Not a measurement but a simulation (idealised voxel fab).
Process module heading - voxel capacitor over wiring
Displayed cross-section: cut, width of 240 nm, square cells sized 5 nm.
Cross-sections here: square-cell grids, written as top-down lists of bands, a band being one or more rows of cells.
The band entry comprises the height of the band's top followed by the height of its bottom, expressed in nm, and subsequently the band's materials from left to right, each stated together with its width in nm. Where a single material is marked with the word "edge to edge", that material fills the band from edge to edge. The word "empty" represents empty space.
Heights are expressed relative to 0, this being the level below which the as-received wafer comprises one material exclusively. The lowest band is unbounded in the downward direction and is denoted as in "top 0, no bottom".
Quick explanation for "30 to 40": the width changes in equal steps down the rows of cells, from the first number in the band's top row to the second number in its bottom row.
The cross-section has no changed cell in any step marked "nothing was modified".
"Closed void entries": empty spaces of 8 cells or more with no open way to the top, each given as width x height at distance, distance from the left edge, all in nm.
On a step's line, text after the settings is the simulator commenting on that step.
The optional step-line setting "overlay nm" applies to steps with a mask and quantifies how far to the right of its planned location the mask lay, a negative value indicating leftward placement.

Process steps (planned)
1 RECEIVE | material Si
2 CONFORMAL_DEP | material SiO2 | thk nm 15
3 CONFORMAL_DEP | material SiN | thk nm 5
4 DIRECTIONAL_DEP | material SiO2 | thk nm 15
5 MASKED_ETCH | tone open | mask id METAL_1 | width nm 20 | pitch nm 70 | etch materials SiO2 | depth nm 15 | overlay nm 0
6 MASKED_ETCH | tone open | mask id METAL_1 | width nm 20 | pitch nm 70 | etch materials SiN | depth nm 5 | overlay nm 0
7 CONFORMAL_DEP | material TiN | thk nm 5
8 FILL_DEP | material W | thk nm 5
9 CMP | height nm 35
10 CONFORMAL_DEP | material SiCN | thk nm 5
11 DIRECTIONAL_DEP | material SiO2 | thk nm 10
12 PATTERN | tone open | mask id PLUG_1 | material resist | width nm 15 | thk nm 20 | overlay nm 0
13 DIRECTIONAL_ETCH | etch materials SiO2 | depth nm 10
14 DIRECTIONAL_ETCH | etch materials SiCN | depth nm 5
15 STRIP | etch materials resist
16 CONFORMAL_DEP | material TiN | thk nm 5
17 FILL_DEP | material Cu | thk nm 5
18 CMP | height nm 50
19 DIRECTIONAL_DEP | material TiN | thk nm 5
20 DIRECTIONAL_DEP | material Al2O3 | thk nm 5
21 DIRECTIONAL_DEP | material TiN | thk nm 5
22 MASKED_ETCH | tone cover | mask id UPPER_PLATE | width nm 55 | etch materials TiN | depth nm 5 | overlay nm 0
23 MASKED_ETCH | tone cover | mask id UPPER_PLATE | width nm 55 | etch materials Al2O3 | depth nm 5 | overlay nm 0
24 DIRECTIONAL_DEP | material aC | thk nm 15
25 PATTERN | tone cover | mask id LOWER_PLATE | material resist | width nm 65 | thk nm 35 | overlay nm 0
26 DIRECTIONAL_ETCH | etch materials aC | depth nm 15
27 STRIP | etch materials resist
28 DIRECTIONAL_ETCH | etch materials TiN | depth nm 5
29 STRIP | etch materials aC
30 FILL_DEP | material SiO2 | thk nm 20
31 CMP | height nm 80
32 MASKED_ETCH | tone open | mask id PLUG_2 | width nm 15 | etch materials SiO2 | depth nm 15 | overlay nm 0
33 CONFORMAL_DEP | material TiN | thk nm 5
34 FILL_DEP | material Cu | thk nm 5
35 CMP | height nm 80
36 CONFORMAL_DEP | material SiN | thk nm 5

Cross-section of the wafer as it came to us, i.e., already through step 1
  top 0, no bottom: Si edge to edge
  Closed void entries: none

First of two wafers: cross-section at end of module, run per plan
  top 85, bottom 80: SiN edge to edge
  top 80, bottom 70: 90 SiO2, then 5 TiN, then 5 Cu, then 5 TiN, then 135 SiO2
  top 70, bottom 60: 90 to 80 SiO2, then 15 to 55 TiN, then 135 to 105 SiO2
  top 60, bottom 55: 80 SiO2, then 55 Al2O3, then 105 SiO2
  top 55, bottom 50: 75 SiO2, then 65 TiN, then 100 SiO2
  top 50, bottom 40: 80 SiO2, then 5 TiN, then 5 Cu, then 5 TiN, then 145 SiO2
  top 40, bottom 35: 80 SiCN, then 15 TiN, then 145 SiCN
  top 35, bottom 20: 75 SiO2, then 5 TiN, then 10 W, then 5 TiN, then 50 SiO2, then 5 TiN, then 10 W, then 5 TiN, then 75 SiO2
  top 20, bottom 15: 75 SiN, then 20 TiN, then 50 SiN, then 20 TiN, then 75 SiN
  top 15, bottom 0: SiO2 edge to edge
  top 0, no bottom: Si edge to edge
  Closed void entries: none

Wafer two cross-section, module end. Start and plan unchanged from wafer one; one mistake made during the run
  top 85, bottom 80: SiN edge to edge
  top 80, bottom 70: 90 SiO2, then 5 TiN, then 5 Cu, then 5 TiN, then 135 SiO2
  top 70, bottom 65: 90 SiO2, then 15 TiN, then 135 SiO2
  top 65, bottom 60: SiO2 edge to edge
  top 60, bottom 55: 80 SiO2, then 55 Al2O3, then 105 SiO2
  top 55, bottom 50: 75 TiN, then 5 SiO2, then 55 TiN, then 5 SiO2, then 100 TiN
  top 50, bottom 40: 80 SiO2, then 5 TiN, then 5 Cu, then 5 TiN, then 145 SiO2
  top 40, bottom 35: 80 SiCN, then 15 TiN, then 145 SiCN
  top 35, bottom 20: 75 SiO2, then 5 TiN, then 10 W, then 5 TiN, then 50 SiO2, then 5 TiN, then 10 W, then 5 TiN, then 75 SiO2
  top 20, bottom 15: 75 SiN, then 20 TiN, then 50 SiN, then 20 TiN, then 75 SiN
  top 15, bottom 0: SiO2 edge to edge
  top 0, no bottom: Si edge to edge
  Closed void entries: none
What was the processing mistake? step 25 ran differently from the plan; actual operation with settings: PATTERN | tone open | mask id LOWER_PLATE | material resist | width nm 65 | thk nm 35 | overlay nm 0
FYI, end of process, the second wafer has more or fewer cells of some materials than the first: SiO2 -22, TiN +22
